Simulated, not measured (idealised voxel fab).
You're looking at the process module voxel self aligned contacts.
Square cell edge 5 nm, section width 185 nm, ID cut.
Cross-section = grid of square cells, listed top down in bands; band = one or more rows. Quick guide to a band line: top height, bottom height (nm) up front; then every material left to right with its width in nm. Only one material and it's marked "all across"? Then it fills the band edge to edge. And "empty" just means empty space. Counting heights begins at 0, where everything beneath is, in the wafer as received, one material. The lowest band has no bottom; it goes on downwards, as "z 0 and below" shows. With a width like "30..40", each row of cells in the band differs from the next by the same amount, the top row carrying the first number and the bottom row the second. Any step labelled "nothing was modified" changed none of the cells in the cross-section. Basically, "Closed void list" tells you about the enclosed voids: empty spaces with no open way to the top, 8 cells or bigger, each written width x height at distance, where distance is from the left edge, all in nm. That trailing text on a step's line, after the settings, is the simulator's own remark on the step. overlay nm: where the mask lay relative to plan, measured to the right, on steps with a mask; negatives go left.

# This section lists the process steps that were planned
1,RECEIVE [material Si]
2,CONFORMAL_DEP [material SiO2] [thk nm 5]
3,DIRECTIONAL_DEP [material polySi] [thk nm 25]
4,DIRECTIONAL_DEP [material SiN] [thk nm 15]
5,PATTERN [tone cover] [mask id GATE] [material resist] [width nm 25] [pitch nm 50] [thk nm 20] [overlay nm 0]
6,DIRECTIONAL_ETCH [etch materials SiN] [depth nm 15]
7,DIRECTIONAL_ETCH [etch materials polySi] [depth nm 25]
8,STRIP [etch materials resist]
9,CONFORMAL_DEP [material SiN] [thk nm 5]
10,DIRECTIONAL_ETCH [etch materials SiN] [depth nm 5]
11,FILL_DEP [material SiO2] [thk nm 20]
12,CMP [height nm 55]
13,PATTERN [tone open] [mask id CONTACT] [material resist] [width nm 35] [thk nm 15] [overlay nm 0]
14,DIRECTIONAL_ETCH [etch materials SiO2] [depth nm 55]
15,STRIP [etch materials resist]
16,CONFORMAL_DEP [material TiN] [thk nm 5]
17,FILL_DEP [material W] [thk nm 10]
18,CMP [height nm 55]
19,CONFORMAL_DEP [material SiN] [thk nm 5]
For this document, wafers share an identical start and vary in the step 9 thk nm; the plan quotes the first wafer's value.

# As-received state after step 1, first of several wafers, cross-section
  z 0 and below  Si all across
  Closed void list: none

# The cross-section of the first of several wafers is given below for the end of the module, after its final step, step 19
  z 60 to 55  SiN all across
  z 55 to 45  SiO2 75 nm  TiN 5..15 nm  W 25..5 nm  TiN 5..15 nm  SiO2 75 nm
  z 45 to 30  SiO2 50 nm  SiN 35 nm  TiN 5 nm  W 5 nm  TiN 5 nm  SiN 35 nm  SiO2 50 nm
  z 30 to 5  SiO2 50 nm  SiN 5 nm  polySi 25 nm  SiN 5 nm  TiN 5 nm  W 5 nm  TiN 5 nm  SiN 5 nm  polySi 25 nm  SiN 5 nm  SiO2 50 nm
  z 5 to 0  SiO2 85 nm  TiN 15 nm  SiO2 85 nm
  z 0 and below  Si all across
  Closed void list: none

# Final wafer of several, shown in cross-section at the end of the module
  z 60 to 55  SiN all across
  z 55 to 30  SiO2 35 nm  SiN 115 nm  SiO2 35 nm
  z 30 to 20  SiO2 35 nm  SiN 20 nm  polySi 25 nm  SiN 25 nm  polySi 25 nm  SiN 20 nm  SiO2 35 nm
  z 20 to 5  SiN 55 nm  polySi 25 nm  SiN 25 nm  polySi 25 nm  SiN 55 nm
  z 5 to 0  SiO2 all across
  z 0 and below  Si all across
  Closed void list: none

# Per-wafer rows below. For each material: cells gained (+) or lost (-) since the wafer was received, as of end of module. Then: closed voids
thk nm 5; +99 SiN; +254 SiO2; +27 TiN; +14 W; +50 polySi; Closed void list: none
thk nm 10; +168 SiN; +211 SiO2; +15 TiN; +50 polySi; Closed void list: none
thk nm 15; +229 SiN; +165 SiO2; +50 polySi; Closed void list: none
thk nm 20; +259 SiN; +135 SiO2; +50 polySi; Closed void list: none
